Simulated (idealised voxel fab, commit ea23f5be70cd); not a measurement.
Process module name: voxel double patterning
In the cross-section labelled cut, the width is 180 nm and each square cell is 5 nm.
Think of the cross-section as a grid of square cells. We describe it in bands, top to bottom, and each band covers one or more rows of those cells.
Within each band entry, the heights of the top and of the bottom of the band appear first, in that order and in nm; the materials of the band then follow from left to right, each with its corresponding width in nm. The designation "full width" on a single material indicates that it fills the band from edge to edge; the designation "blank" indicates empty space.
Where do heights start? At 0: under that level the wafer as delivered is made of one material only. And the lowest band has no floor; it just carries on downward, as in "0 down".
You'd read "30->40" like this: the band's top row of cells is as wide as the first number, its bottom row is as wide as the second, and going down, every row changes width by the same amount as the row before did.
For the purposes of this document, the phrase "stayed the same" attached to a step denotes that no cell within the cross-section was modified by that step.
"Cavities, sealed" contains a list of empty spaces, each no smaller than 8 cells and without an open way to the top, written in the form width x height at distance with the distance from the left edge and all three in nm.
Formally, on a step line, whatever follows the settings is a remark that the simulator itself makes on the step.
The optional step-line setting "overlay nm" applies to steps with a mask and quantifies how far to the right of its planned location the mask lay, a negative value indicating leftward placement.
Quick note on how to read the rest: it's all pairs. You get the cross-section before a process step and the one after, but the after one only goes down as far as the lowest band that changed. The step in between, with its settings, sits under the pair. Heads up, the pairs can come from different runs of this module on the same starting wafer, so don't assume a pair picks up from the one above unless its "Pre-step" entry says it does.

PRE-STEP
> 0 down | Si full width
> Cavities, sealed: none

AFTER THE STEP
> 10 to 0 | SiO2 full width
> At heights below 0, the structure remains unaltered.
> Cavities, sealed: none
Process step separating the two views above: CONFORMAL_DEP,material SiO2,thk nm 10

Pre-step: The pre-step condition corresponds to the post-step cross-section depicted in the pair directly above.

AFTER THE STEP
> 20 to 10 | polySi full width
> At heights below 10, the structure remains unaltered.
> Cavities, sealed: none
Process step separating the two views above: DIRECTIONAL_DEP,material polySi,thk nm 10

Pre-step: The pre-step condition corresponds to the post-step cross-section depicted in the pair directly above.

AFTER THE STEP
> 30 to 20 | SiN full width
> At heights below 20, the structure remains unaltered.
> Cavities, sealed: none
Process step separating the two views above: DIRECTIONAL_DEP,material SiN,thk nm 10

Pre-step: The pre-step condition corresponds to the post-step cross-section depicted in the pair directly above.

AFTER THE STEP
> 30 to 20 | 55 SiN, then 15 blank, then 35 SiN, then 15 blank, then 60 SiN
> At heights below 20, the structure remains unaltered.
> Cavities, sealed: none
Process step separating the two views above: MASKED_ETCH,tone open,mask id FIRST,width nm 15,pitch nm 50,etch materials SiN,depth nm 10,overlay nm 0

Pre-step: The pre-step condition corresponds to the post-step cross-section depicted in the pair directly above.

AFTER THE STEP
> 45 to 35 | 55 aC, then 15 blank, then 35 aC, then 15 blank, then 60 aC
> 35 to 30 | aC full width
> 30 to 20 | 55 SiN, then 15 aC, then 35 SiN, then 15 aC, then 60 SiN
> At heights below 20, the structure remains unaltered.
> Cavities, sealed: none
Process step separating the two views above: DIRECTIONAL_DEP,material aC,thk nm 15

Pre-step: The pre-step condition corresponds to the post-step cross-section depicted in the pair directly above.

AFTER THE STEP
> 80 to 45 | 80 resist, then 15 blank, then 85 resist
> 45 to 35 | 55 aC, then 15 resist, then 35 aC, then 15 resist, then 60 aC
> At heights below 35, the structure remains unaltered.
> Cavities, sealed: none
Process step separating the two views above: PATTERN,tone open,mask id SECOND,material resist,width nm 15,thk nm 35,overlay nm 0

Pre-step: The pre-step condition corresponds to the post-step cross-section depicted in the pair directly above.

AFTER THE STEP
> 65 to 45 | 80 resist, then 15 blank, then 85 resist
> 45 to 35 | 55 aC, then 15 resist, then 10 aC, then 15 blank, then 10 aC, then 15 resist, then 60 aC
> 35 to 30 | 80 aC, then 15 blank, then 85 aC
> At heights below 30, the structure remains unaltered.
> Cavities, sealed: none
Process step separating the two views above: DIRECTIONAL_ETCH,etch materials aC,depth nm 15

Pre-step: The pre-step condition corresponds to the post-step cross-section depicted in the pair directly above.

AFTER THE STEP
> 45 to 35 | 55 aC, then 15 blank, then 10 aC, then 15 blank, then 10 aC, then 15 blank, then 60 aC
> At heights below 35, the structure remains unaltered.
> Cavities, sealed: none
Process step separating the two views above: STRIP,etch materials resist

Pre-step: The pre-step condition corresponds to the post-step cross-section depicted in the pair directly above.

AFTER THE STEP
> 45 to 35 | 55 aC, then 15 blank, then 10 aC, then 15 blank, then 10 aC, then 15 blank, then 60 aC
> 35 to 30 | 80 aC, then 15 blank, then 85 aC
> 30 to 20 | 55 SiN, then 15 aC, then 10 SiN, then 15 blank, then 10 SiN, then 15 aC, then 60 SiN
> At heights below 20, the structure remains unaltered.
> Cavities, sealed: none
Process step separating the two views above: DIRECTIONAL_ETCH,etch materials SiN,depth nm 10

Pre-step: The pre-step condition corresponds to the post-step cross-section depicted in the pair directly above.

AFTER THE STEP
> 30 to 20 | 55 SiN, then 15 blank, then 10 SiN, then 15 blank, then 10 SiN, then 15 blank, then 60 SiN
> At heights below 20, the structure remains unaltered.
> Cavities, sealed: none
Process step separating the two views above: STRIP,etch materials aC

Pre-step: The pre-step condition corresponds to the post-step cross-section depicted in the pair directly above.

AFTER THE STEP
> 30 to 20 | 55 SiN, then 15 blank, then 10 SiN, then 15 blank, then 10 SiN, then 15 blank, then 60 SiN
> 20 to 10 | 55 polySi, then 15 blank, then 10 polySi, then 15 blank, then 10 polySi, then 15 blank, then 60 polySi
> At heights below 10, the structure remains unaltered.
> Cavities, sealed: none
Process step separating the two views above: DIRECTIONAL_ETCH,etch materials polySi,depth nm 10

Pre-step: The pre-step condition corresponds to the post-step cross-section depicted in the pair directly above.

AFTER THE STEP
> 20 to 10 | 55 polySi, then 15 blank, then 10 polySi, then 15 blank, then 10 polySi, then 15 blank, then 60 polySi
> At heights below 10, the structure remains unaltered.
> Cavities, sealed: none
Process step separating the two views above: STRIP,etch materials SiN

PRE-STEP
> 0 down | Si full width
> Cavities, sealed: none

AFTER THE STEP
> 10 to 0 | polySi full width
> At heights below 0, the structure remains unaltered.
> Cavities, sealed: none
Process step separating the two views above: DIRECTIONAL_DEP,material polySi,thk nm 10

Pre-step: The pre-step condition corresponds to the post-step cross-section depicted in the pair directly above.

AFTER THE STEP
> 20 to 10 | SiN full width
> At heights below 10, the structure remains unaltered.
> Cavities, sealed: none
Process step separating the two views above: DIRECTIONAL_DEP,material SiN,thk nm 10

Pre-step: The pre-step condition corresponds to the post-step cross-section depicted in the pair directly above.

AFTER THE STEP
> 20 to 10 | 55 SiN, then 15 blank, then 35 SiN, then 15 blank, then 60 SiN
> At heights below 10, the structure remains unaltered.
> Cavities, sealed: none
Process step separating the two views above: MASKED_ETCH,tone open,mask id FIRST,width nm 15,pitch nm 50,etch materials SiN,depth nm 10,overlay nm 0

Pre-step: The pre-step condition corresponds to the post-step cross-section depicted in the pair directly above.

AFTER THE STEP
> 35 to 25 | 55 aC, then 15 blank, then 35 aC, then 15 blank, then 60 aC
> 25 to 20 | aC full width
> 20 to 10 | 55 SiN, then 15 aC, then 35 SiN, then 15 aC, then 60 SiN
> At heights below 10, the structure remains unaltered.
> Cavities, sealed: none
Process step separating the two views above: DIRECTIONAL_DEP,material aC,thk nm 15

Pre-step: The pre-step condition corresponds to the post-step cross-section depicted in the pair directly above.

AFTER THE STEP
> 70 to 35 | 80 resist, then 15 blank, then 85 resist
> 35 to 25 | 55 aC, then 15 resist, then 35 aC, then 15 resist, then 60 aC
> At heights below 25, the structure remains unaltered.
> Cavities, sealed: none
Process step separating the two views above: PATTERN,tone open,mask id SECOND,material resist,width nm 15,thk nm 35,overlay nm 0

Pre-step: The pre-step condition corresponds to the post-step cross-section depicted in the pair directly above.

AFTER THE STEP
> 55 to 35 | 80 resist, then 15 blank, then 85 resist
> 35 to 25 | 55 aC, then 15 resist, then 10 aC, then 15 blank, then 10 aC, then 15 resist, then 60 aC
> 25 to 20 | 80 aC, then 15 blank, then 85 aC
> At heights below 20, the structure remains unaltered.
> Cavities, sealed: none
Process step separating the two views above: DIRECTIONAL_ETCH,etch materials aC,depth nm 15

Pre-step: The pre-step condition corresponds to the post-step cross-section depicted in the pair directly above.

AFTER THE STEP
> 35 to 25 | 55 aC, then 15 blank, then 10 aC, then 15 blank, then 10 aC, then 15 blank, then 60 aC
> At heights below 25, the structure remains unaltered.
> Cavities, sealed: none
Process step separating the two views above: STRIP,etch materials resist

Pre-step: The pre-step condition corresponds to the post-step cross-section depicted in the pair directly above.

AFTER THE STEP
> 35 to 25 | 55 aC, then 15 blank, then 10 aC, then 15 blank, then 10 aC, then 15 blank, then 60 aC
> 25 to 20 | 80 aC, then 15 blank, then 85 aC
> 20 to 10 | 55 SiN, then 15 aC, then 10 SiN, then 15 blank, then 10 SiN, then 15 aC, then 60 SiN
> At heights below 10, the structure remains unaltered.
> Cavities, sealed: none
Process step separating the two views above: DIRECTIONAL_ETCH,etch materials SiN,depth nm 10

Pre-step: The pre-step condition corresponds to the post-step cross-section depicted in the pair directly above.

AFTER THE STEP
> 20 to 10 | 55 SiN, then 15 blank, then 10 SiN, then 15 blank, then 10 SiN, then 15 blank, then 60 SiN
> At heights below 10, the structure remains unaltered.
> Cavities, sealed: none
Process step separating the two views above: STRIP,etch materials aC

Pre-step: The pre-step condition corresponds to the post-step cross-section depicted in the pair directly above.

AFTER THE STEP
> 20 to 10 | 55 SiN, then 15 blank, then 10 SiN, then 15 blank, then 10 SiN, then 15 blank, then 60 SiN
> 10 to 0 | 55 polySi, then 15 blank, then 10 polySi, then 15 blank, then 10 polySi, then 15 blank, then 60 polySi
> At heights below 0, the structure remains unaltered.
> Cavities, sealed: none
Process step separating the two views above: DIRECTIONAL_ETCH,etch materials polySi,depth nm 10

Pre-step: The pre-step condition corresponds to the post-step cross-section depicted in the pair directly above.

AFTER THE STEP
> 10 to 0 | 55 polySi, then 15 blank, then 10 polySi, then 15 blank, then 10 polySi, then 15 blank, then 60 polySi
> At heights below 0, the structure remains unaltered.
> Cavities, sealed: none
Process step separating the two views above: STRIP,etch materials SiN

PRE-STEP
> 10 to 0 | polySi full width
> 0 down | Si full width
> Cavities, sealed: none

AFTER THE STEP
> 20 to 10 | SiO2 full width
> At heights below 10, the structure remains unaltered.
> Cavities, sealed: none
Process step separating the two views above: CONFORMAL_DEP,material SiO2,thk nm 10

Pre-step: The pre-step condition corresponds to the post-step cross-section depicted in the pair directly above.

AFTER THE STEP
> 30 to 20 | SiN full width
> At heights below 20, the structure remains unaltered.
> Cavities, sealed: none
Process step separating the two views above: DIRECTIONAL_DEP,material SiN,thk nm 10

Pre-step: The pre-step condition corresponds to the post-step cross-section depicted in the pair directly above.

AFTER THE STEP
> 30 to 20 | 55 SiN, then 15 blank, then 35 SiN, then 15 blank, then 60 SiN
> At heights below 20, the structure remains unaltered.
> Cavities, sealed: none
Process step separating the two views above: MASKED_ETCH,tone open,mask id FIRST,width nm 15,pitch nm 50,etch materials SiN,depth nm 10,overlay nm 0

Pre-step: The pre-step condition corresponds to the post-step cross-section depicted in the pair directly above.

AFTER THE STEP
> 45 to 35 | 55 aC, then 15 blank, then 35 aC, then 15 blank, then 60 aC
> 35 to 30 | aC full width
> 30 to 20 | 55 SiN, then 15 aC, then 35 SiN, then 15 aC, then 60 SiN
> At heights below 20, the structure remains unaltered.
> Cavities, sealed: none
Process step separating the two views above: DIRECTIONAL_DEP,material aC,thk nm 15

Pre-step: The pre-step condition corresponds to the post-step cross-section depicted in the pair directly above.

AFTER THE STEP
> 80 to 45 | 80 resist, then 15 blank, then 85 resist
> 45 to 35 | 55 aC, then 15 resist, then 35 aC, then 15 resist, then 60 aC
> At heights below 35, the structure remains unaltered.
> Cavities, sealed: none
Process step separating the two views above: PATTERN,tone open,mask id SECOND,material resist,width nm 15,thk nm 35,overlay nm 0

Pre-step: The pre-step condition corresponds to the post-step cross-section depicted in the pair directly above.

AFTER THE STEP
> 65 to 45 | 80 resist, then 15 blank, then 85 resist
> 45 to 35 | 55 aC, then 15 resist, then 10 aC, then 15 blank, then 10 aC, then 15 resist, then 60 aC
> 35 to 30 | 80 aC, then 15 blank, then 85 aC
> At heights below 30, the structure remains unaltered.
> Cavities, sealed: none
Process step separating the two views above: DIRECTIONAL_ETCH,etch materials aC,depth nm 15

Pre-step: The pre-step condition corresponds to the post-step cross-section depicted in the pair directly above.

AFTER THE STEP
> 45 to 35 | 55 aC, then 15 blank, then 10 aC, then 15 blank, then 10 aC, then 15 blank, then 60 aC
> At heights below 35, the structure remains unaltered.
> Cavities, sealed: none
Process step separating the two views above: STRIP,etch materials resist

Pre-step: The pre-step condition corresponds to the post-step cross-section depicted in the pair directly above.

AFTER THE STEP
> 45 to 35 | 55 aC, then 15 blank, then 10 aC, then 15 blank, then 10 aC, then 15 blank, then 60 aC
> 35 to 30 | 80 aC, then 15 blank, then 85 aC
> 30 to 20 | 55 SiN, then 15 aC, then 10 SiN, then 15 blank, then 10 SiN, then 15 aC, then 60 SiN
> At heights below 20, the structure remains unaltered.
> Cavities, sealed: none
Process step separating the two views above: DIRECTIONAL_ETCH,etch materials SiN,depth nm 10

Pre-step: The pre-step condition corresponds to the post-step cross-section depicted in the pair directly above.

AFTER THE STEP
> 30 to 20 | 55 SiN, then 15 blank, then 10 SiN, then 15 blank, then 10 SiN, then 15 blank, then 60 SiN
> At heights below 20, the structure remains unaltered.
> Cavities, sealed: none
Process step separating the two views above: STRIP,etch materials aC

Pre-step: The pre-step condition corresponds to the post-step cross-section depicted in the pair directly above.

AFTER THE STEP
> 20 to 10 | SiO2 full width
> At heights below 10, the structure remains unaltered.
> Cavities, sealed: none
Process step separating the two views above: STRIP,etch materials SiN

PRE-STEP
> 10 to 0 | SiO2 full width
> 0 down | Si full width
> Cavities, sealed: none

AFTER THE STEP
> 25 to 10 | polySi full width
> At heights below 10, the structure remains unaltered.
> Cavities, sealed: none
Process step separating the two views above: DIRECTIONAL_DEP,material polySi,thk nm 15

Pre-step: The pre-step condition corresponds to the post-step cross-section depicted in the pair directly above.

AFTER THE STEP
> 35 to 25 | SiN full width
> At heights below 25, the structure remains unaltered.
> Cavities, sealed: none
Process step separating the two views above: DIRECTIONAL_DEP,material SiN,thk nm 10

Pre-step: The pre-step condition corresponds to the post-step cross-section depicted in the pair directly above.

AFTER THE STEP
> 35 to 25 | 55 SiN, then 15 blank, then 35 SiN, then 15 blank, then 60 SiN
> At heights below 25, the structure remains unaltered.
> Cavities, sealed: none
Process step separating the two views above: MASKED_ETCH,tone open,mask id FIRST,width nm 15,pitch nm 50,etch materials SiN,depth nm 10,overlay nm 0

Pre-step: The pre-step condition corresponds to the post-step cross-section depicted in the pair directly above.

AFTER THE STEP
> 50 to 40 | 55 aC, then 15 blank, then 35 aC, then 15 blank, then 60 aC
> 40 to 35 | aC full width
> 35 to 25 | 55 SiN, then 15 aC, then 35 SiN, then 15 aC, then 60 SiN
> At heights below 25, the structure remains unaltered.
> Cavities, sealed: none
Process step separating the two views above: DIRECTIONAL_DEP,material aC,thk nm 15

Pre-step: The pre-step condition corresponds to the post-step cross-section depicted in the pair directly above.

AFTER THE STEP
> 85 to 50 | 80 resist, then 15 blank, then 85 resist
> 50 to 40 | 55 aC, then 15 resist, then 35 aC, then 15 resist, then 60 aC
> At heights below 40, the structure remains unaltered.
> Cavities, sealed: none
Process step separating the two views above: PATTERN,tone open,mask id SECOND,material resist,width nm 15,thk nm 35,overlay nm 0

Pre-step: The pre-step condition corresponds to the post-step cross-section depicted in the pair directly above.

AFTER THE STEP
> 70 to 50 | 80 resist, then 15 blank, then 85 resist
> 50 to 40 | 55 aC, then 15 resist, then 10 aC, then 15 blank, then 10 aC, then 15 resist, then 60 aC
> 40 to 35 | 80 aC, then 15 blank, then 85 aC
> At heights below 35, the structure remains unaltered.
> Cavities, sealed: none
Process step separating the two views above: DIRECTIONAL_ETCH,etch materials aC,depth nm 15

Pre-step: The pre-step condition corresponds to the post-step cross-section depicted in the pair directly above.

AFTER THE STEP
> 50 to 40 | 55 aC, then 15 blank, then 10 aC, then 15 blank, then 10 aC, then 15 blank, then 60 aC
> At heights below 40, the structure remains unaltered.
> Cavities, sealed: none
Process step separating the two views above: STRIP,etch materials resist

Pre-step: The pre-step condition corresponds to the post-step cross-section depicted in the pair directly above.

AFTER THE STEP
> 50 to 40 | 55 aC, then 15 blank, then 10 aC, then 15 blank, then 10 aC, then 15 blank, then 60 aC
> 40 to 35 | 80 aC, then 15 blank, then 85 aC
> 35 to 25 | 55 SiN, then 15 aC, then 10 SiN, then 15 blank, then 10 SiN, then 15 aC, then 60 SiN
> At heights below 25, the structure remains unaltered.
> Cavities, sealed: none
Process step separating the two views above: DIRECTIONAL_ETCH,etch materials SiN,depth nm 10

Pre-step: The pre-step condition corresponds to the post-step cross-section depicted in the pair directly above.

AFTER THE STEP
> 35 to 25 | 55 SiN, then 15 blank, then 10 SiN, then 15 blank, then 10 SiN, then 15 blank, then 60 SiN
> At heights below 25, the structure remains unaltered.
> Cavities, sealed: none
Process step separating the two views above: STRIP,etch materials aC

Pre-step: The pre-step condition corresponds to the post-step cross-section depicted in the pair directly above.

AFTER THE STEP
> 35 to 25 | 55 SiN, then 15 blank, then 10 SiN, then 15 blank, then 10 SiN, then 15 blank, then 60 SiN
> 25 to 15 | 55 polySi, then 15 blank, then 10 polySi, then 15 blank, then 10 polySi, then 15 blank, then 60 polySi
> At heights below 15, the structure remains unaltered.
> Cavities, sealed: none
Process step separating the two views above: DIRECTIONAL_ETCH,etch materials polySi,depth nm 10

Pre-step: The pre-step condition corresponds to the post-step cross-section depicted in the pair directly above.

AFTER THE STEP
> 25 to 15 | 55 polySi, then 15 blank, then 10 polySi, then 15 blank, then 10 polySi, then 15 blank, then 60 polySi
> At heights below 15, the structure remains unaltered.
> Cavities, sealed: none
Process step separating the two views above: STRIP,etch materials SiN

PRE-STEP
> 30 to 20 | SiN full width
> 20 to 10 | polySi full width
> 10 to 0 | SiO2 full width
> 0 down | Si full width
> Cavities, sealed: none

AFTER THE STEP
> 30 to 20 | 55 SiN, then 20 blank, then 30 SiN, then 20 blank, then 55 SiN
> At heights below 20, the structure remains unaltered.
> Cavities, sealed: none
Process step separating the two views above: MASKED_ETCH,tone open,mask id FIRST,width nm 20,pitch nm 50,etch materials SiN,depth nm 10,overlay nm 0

Pre-step: The pre-step condition corresponds to the post-step cross-section depicted in the pair directly above.

AFTER THE STEP
> 45 to 35 | 55 aC, then 20 blank, then 30 aC, then 20 blank, then 55 aC
> 35 to 30 | aC full width
> 30 to 20 | 55 SiN, then 20 aC, then 30 SiN, then 20 aC, then 55 SiN
> At heights below 20, the structure remains unaltered.
> Cavities, sealed: none
Process step separating the two views above: DIRECTIONAL_DEP,material aC,thk nm 15

Pre-step: The pre-step condition corresponds to the post-step cross-section depicted in the pair directly above.

AFTER THE STEP
> 80 to 45 | 80 resist, then 15 blank, then 85 resist
> 45 to 35 | 55 aC, then 20 resist, then 30 aC, then 20 resist, then 55 aC
> At heights below 35, the structure remains unaltered.
> Cavities, sealed: none
Process step separating the two views above: PATTERN,tone open,mask id SECOND,material resist,width nm 15,thk nm 35,overlay nm 0

Pre-step: The pre-step condition corresponds to the post-step cross-section depicted in the pair directly above.

AFTER THE STEP
> 65 to 45 | 80 resist, then 15 blank, then 85 resist
> 45 to 35 | 55 aC, then 20 resist, then 5 aC, then 15 blank, then 10 aC, then 20 resist, then 55 aC
> 35 to 30 | 80 aC, then 15 blank, then 85 aC
> At heights below 30, the structure remains unaltered.
> Cavities, sealed: none
Process step separating the two views above: DIRECTIONAL_ETCH,etch materials aC,depth nm 15

Pre-step: The pre-step condition corresponds to the post-step cross-section depicted in the pair directly above.

AFTER THE STEP
> 45 to 35 | 55 aC, then 20 blank, then 5 aC, then 15 blank, then 10 aC, then 20 blank, then 55 aC
> At heights below 35, the structure remains unaltered.
> Cavities, sealed: none
Process step separating the two views above: STRIP,etch materials resist

Pre-step: The pre-step condition corresponds to the post-step cross-section depicted in the pair directly above.

AFTER THE STEP
> 45 to 35 | 55 aC, then 20 blank, then 5 aC, then 15 blank, then 10 aC, then 20 blank, then 55 aC
> 35 to 30 | 80 aC, then 15 blank, then 85 aC
> 30 to 20 | 55 SiN, then 20 aC, then 5 SiN, then 15 blank, then 10 SiN, then 20 aC, then 55 SiN
> At heights below 20, the structure remains unaltered.
> Cavities, sealed: none
Process step separating the two views above: DIRECTIONAL_ETCH,etch materials SiN,depth nm 10

Pre-step: The pre-step condition corresponds to the post-step cross-section depicted in the pair directly above.

AFTER THE STEP
> 30 to 20 | 55 SiN, then 20 blank, then 5 SiN, then 15 blank, then 10 SiN, then 20 blank, then 55 SiN
> At heights below 20, the structure remains unaltered.
> Cavities, sealed: none
Process step separating the two views above: STRIP,etch materials aC

Pre-step: The pre-step condition corresponds to the post-step cross-section depicted in the pair directly above.

AFTER THE STEP
> 30 to 20 | 55 SiN, then 20 blank, then 5 SiN, then 15 blank, then 10 SiN, then 20 blank, then 55 SiN
> 20 to 10 | 55 polySi, then 20 blank, then 5 polySi, then 15 blank, then 10 polySi, then 20 blank, then 55 polySi
> At heights below 10, the structure remains unaltered.
> Cavities, sealed: none
Process step separating the two views above: DIRECTIONAL_ETCH,etch materials polySi,depth nm 10

Pre-step: The pre-step condition corresponds to the post-step cross-section depicted in the pair directly above.

AFTER THE STEP
> 20 to 10 | 55 polySi, then 20 blank, then 5 polySi, then 15 blank, then 10 polySi, then 20 blank, then 55 polySi
> At heights below 10, the structure remains unaltered.
> Cavities, sealed: none
Process step separating the two views above: STRIP,etch materials SiN

PRE-STEP
> 30 to 20 | SiN full width
> 20 to 10 | polySi full width
> 10 to 0 | SiO2 full width
> 0 down | Si full width
> Cavities, sealed: none

AFTER THE STEP
> 30 to 20 | 65 SiN, then 15 blank, then 35 SiN, then 15 blank, then 50 SiN
> At heights below 20, the structure remains unaltered.
> Cavities, sealed: none
Process step separating the two views above: MASKED_ETCH,tone open,mask id FIRST,width nm 15,pitch nm 50,etch materials SiN,depth nm 10,overlay nm 10

Pre-step: The pre-step condition corresponds to the post-step cross-section depicted in the pair directly above.

AFTER THE STEP
> 45 to 35 | 65 aC, then 15 blank, then 35 aC, then 15 blank, then 50 aC
> 35 to 30 | aC full width
> 30 to 20 | 65 SiN, then 15 aC, then 35 SiN, then 15 aC, then 50 SiN
> At heights below 20, the structure remains unaltered.
> Cavities, sealed: none
Process step separating the two views above: DIRECTIONAL_DEP,material aC,thk nm 15

Pre-step: The pre-step condition corresponds to the post-step cross-section depicted in the pair directly above.

AFTER THE STEP
> 80 to 45 | 80 resist, then 15 blank, then 85 resist
> 45 to 35 | 65 aC, then 15 resist, then 35 aC, then 15 resist, then 50 aC
> At heights below 35, the structure remains unaltered.
> Cavities, sealed: none
Process step separating the two views above: PATTERN,tone open,mask id SECOND,material resist,width nm 15,thk nm 35,overlay nm 0

Pre-step: The pre-step condition corresponds to the post-step cross-section depicted in the pair directly above.

AFTER THE STEP
> 65 to 45 | 80 resist, then 15 blank, then 85 resist
> 45 to 35 | 65 aC, then 15 resist, then 15 blank, then 20 aC, then 15 resist, then 50 aC
> 35 to 30 | 80 aC, then 15 blank, then 85 aC
> At heights below 30, the structure remains unaltered.
> Cavities, sealed: none
Process step separating the two views above: DIRECTIONAL_ETCH,etch materials aC,depth nm 15

Pre-step: The pre-step condition corresponds to the post-step cross-section depicted in the pair directly above.

AFTER THE STEP
> 45 to 35 | 65 aC, then 30 blank, then 20 aC, then 15 blank, then 50 aC
> At heights below 35, the structure remains unaltered.
> Cavities, sealed: none
Process step separating the two views above: STRIP,etch materials resist

Pre-step: The pre-step condition corresponds to the post-step cross-section depicted in the pair directly above.

AFTER THE STEP
> 45 to 35 | 65 aC, then 30 blank, then 20 aC, then 15 blank, then 50 aC
> 35 to 30 | 80 aC, then 15 blank, then 85 aC
> 30 to 20 | 65 SiN, then 15 aC, then 15 blank, then 20 SiN, then 15 aC, then 50 SiN
> At heights below 20, the structure remains unaltered.
> Cavities, sealed: none
Process step separating the two views above: DIRECTIONAL_ETCH,etch materials SiN,depth nm 10

Pre-step: The pre-step condition corresponds to the post-step cross-section depicted in the pair directly above.

AFTER THE STEP
> 30 to 20 | 65 SiN, then 30 blank, then 20 SiN, then 15 blank, then 50 SiN
> At heights below 20, the structure remains unaltered.
> Cavities, sealed: none
Process step separating the two views above: STRIP,etch materials aC

Pre-step: The pre-step condition corresponds to the post-step cross-section depicted in the pair directly above.

AFTER THE STEP
> 30 to 20 | 65 SiN, then 30 blank, then 20 SiN, then 15 blank, then 50 SiN
> 20 to 10 | 65 polySi, then 30 blank, then 20 polySi, then 15 blank, then 50 polySi
> At heights below 10, the structure remains unaltered.
> Cavities, sealed: none
Process step separating the two views above: DIRECTIONAL_ETCH,etch materials polySi,depth nm 10

Pre-step: The pre-step condition corresponds to the post-step cross-section depicted in the pair directly above.

AFTER THE STEP
> 20 to 10 | 65 polySi, then 30 blank, then 20 polySi, then 15 blank, then 50 polySi
> At heights below 10, the structure remains unaltered.
> Cavities, sealed: none
Process step separating the two views above: STRIP,etch materials SiN

PRE-STEP
> 30 to 20 | 55 SiN, then 15 blank, then 35 SiN, then 15 blank, then 60 SiN
> 20 to 10 | polySi full width
> 10 to 0 | SiO2 full width
> 0 down | Si full width
> Cavities, sealed: none

AFTER THE STEP
> 45 to 35 | 55 polySi, then 15 blank, then 35 polySi, then 15 blank, then 60 polySi
> 35 to 30 | polySi full width
> 30 to 20 | 55 SiN, then 15 polySi, then 35 SiN, then 15 polySi, then 60 SiN
> At heights below 20, the structure remains unaltered.
> Cavities, sealed: none
Process step separating the two views above: DIRECTIONAL_DEP,material polySi,thk nm 15

Pre-step: The pre-step condition corresponds to the post-step cross-section depicted in the pair directly above.

AFTER THE STEP
> 80 to 45 | 80 resist, then 15 blank, then 85 resist
> 45 to 35 | 55 polySi, then 15 resist, then 35 polySi, then 15 resist, then 60 polySi
> At heights below 35, the structure remains unaltered.
> Cavities, sealed: none
Process step separating the two views above: PATTERN,tone open,mask id SECOND,material resist,width nm 15,thk nm 35,overlay nm 0

Pre-step: The pre-step condition corresponds to the post-step cross-section depicted in the pair directly above.

AFTER THE STEP
> 65 to 45 | 80 resist, then 15 blank, then 85 resist
> At heights below 45, the structure remains unaltered.
> Cavities, sealed: none
Process step separating the two views above: DIRECTIONAL_ETCH,etch materials aC,depth nm 15

Pre-step: The pre-step condition corresponds to the post-step cross-section depicted in the pair directly above.

AFTER THE STEP
> 45 to 35 | 55 polySi, then 15 blank, then 35 polySi, then 15 blank, then 60 polySi
> At heights below 35, the structure remains unaltered.
> Cavities, sealed: none
Process step separating the two views above: STRIP,etch materials resist

Pre-step: The pre-step condition corresponds to the post-step cross-section depicted in the pair directly above.

AFTER THE STEP
> 35 to 30 | 55 polySi, then 15 blank, then 35 polySi, then 15 blank, then 60 polySi
> 30 to 25 | 55 SiN, then 15 blank, then 35 SiN, then 15 blank, then 60 SiN
> At heights below 25, the structure remains unaltered.
> Cavities, sealed: none
Process step separating the two views above: DIRECTIONAL_ETCH,etch materials polySi,depth nm 10

Pre-step: The pre-step condition corresponds to the post-step cross-section depicted in the pair directly above.

AFTER THE STEP
> 25 to 20 | 55 blank, then 15 polySi, then 35 blank, then 15 polySi, then 60 blank
> At heights below 20, the structure remains unaltered.
> Cavities, sealed: none
Process step separating the two views above: STRIP,etch materials SiN

PRE-STEP
> 45 to 35 | 55 aC, then 15 blank, then 35 aC, then 15 blank, then 60 aC
> 35 to 30 | aC full width
> 30 to 20 | 55 SiN, then 15 aC, then 35 SiN, then 15 aC, then 60 SiN
> 20 to 10 | polySi full width
> 10 to 0 | SiO2 full width
> 0 down | Si full width
> Cavities, sealed: none

AFTER THE STEP
> 80 to 45 | 80 blank, then 15 resist, then 85 blank
> At heights below 45, the structure remains unaltered.
> Cavities, sealed: none
Process step separating the two views above: PATTERN,tone cover,mask id SECOND,material resist,width nm 15,thk nm 35,overlay nm 0

Pre-step: The pre-step condition corresponds to the post-step cross-section depicted in the pair directly above.

AFTER THE STEP
> 65 to 45 | 80 blank, then 15 resist, then 85 blank
> 45 to 30 | 80 blank, then 15 aC, then 85 blank
> 30 to 20 | 55 SiN, then 15 blank, then 35 SiN, then 15 blank, then 60 SiN
> At heights below 20, the structure remains unaltered.
> Cavities, sealed: none
Process step separating the two views above: DIRECTIONAL_ETCH,etch materials aC,depth nm 15

Pre-step: The pre-step condition corresponds to the post-step cross-section depicted in the pair directly above.

AFTER THE STEP
> 45 to 30 | 80 blank, then 15 aC, then 85 blank
> At heights below 30, the structure remains unaltered.
> Cavities, sealed: none
Process step separating the two views above: STRIP,etch materials resist

Pre-step: The pre-step condition corresponds to the post-step cross-section depicted in the pair directly above.

AFTER THE STEP
> 45 to 30 | 80 blank, then 15 aC, then 85 blank
> 30 to 20 | 80 blank, then 15 SiN, then 85 blank
> At heights below 20, the structure remains unaltered.
> Cavities, sealed: none
Process step separating the two views above: DIRECTIONAL_ETCH,etch materials SiN,depth nm 10

Pre-step: The pre-step condition corresponds to the post-step cross-section depicted in the pair directly above.

AFTER THE STEP
> 30 to 20 | 80 blank, then 15 SiN, then 85 blank
> At heights below 20, the structure remains unaltered.
> Cavities, sealed: none
Process step separating the two views above: STRIP,etch materials aC

Pre-step: The pre-step condition corresponds to the post-step cross-section depicted in the pair directly above.

AFTER THE STEP
> 30 to 20 | 80 blank, then 15 SiN, then 85 blank
> 20 to 10 | 80 blank, then 15 polySi, then 85 blank
> At heights below 10, the structure remains unaltered.
> Cavities, sealed: none
Process step separating the two views above: DIRECTIONAL_ETCH,etch materials polySi,depth nm 10

Pre-step: The pre-step condition corresponds to the post-step cross-section depicted in the pair directly above.

AFTER THE STEP
> 20 to 10 | 80 blank, then 15 polySi, then 85 blank
> At heights below 10, the structure remains unaltered.
> Cavities, sealed: none
Process step separating the two views above: STRIP,etch materials SiN
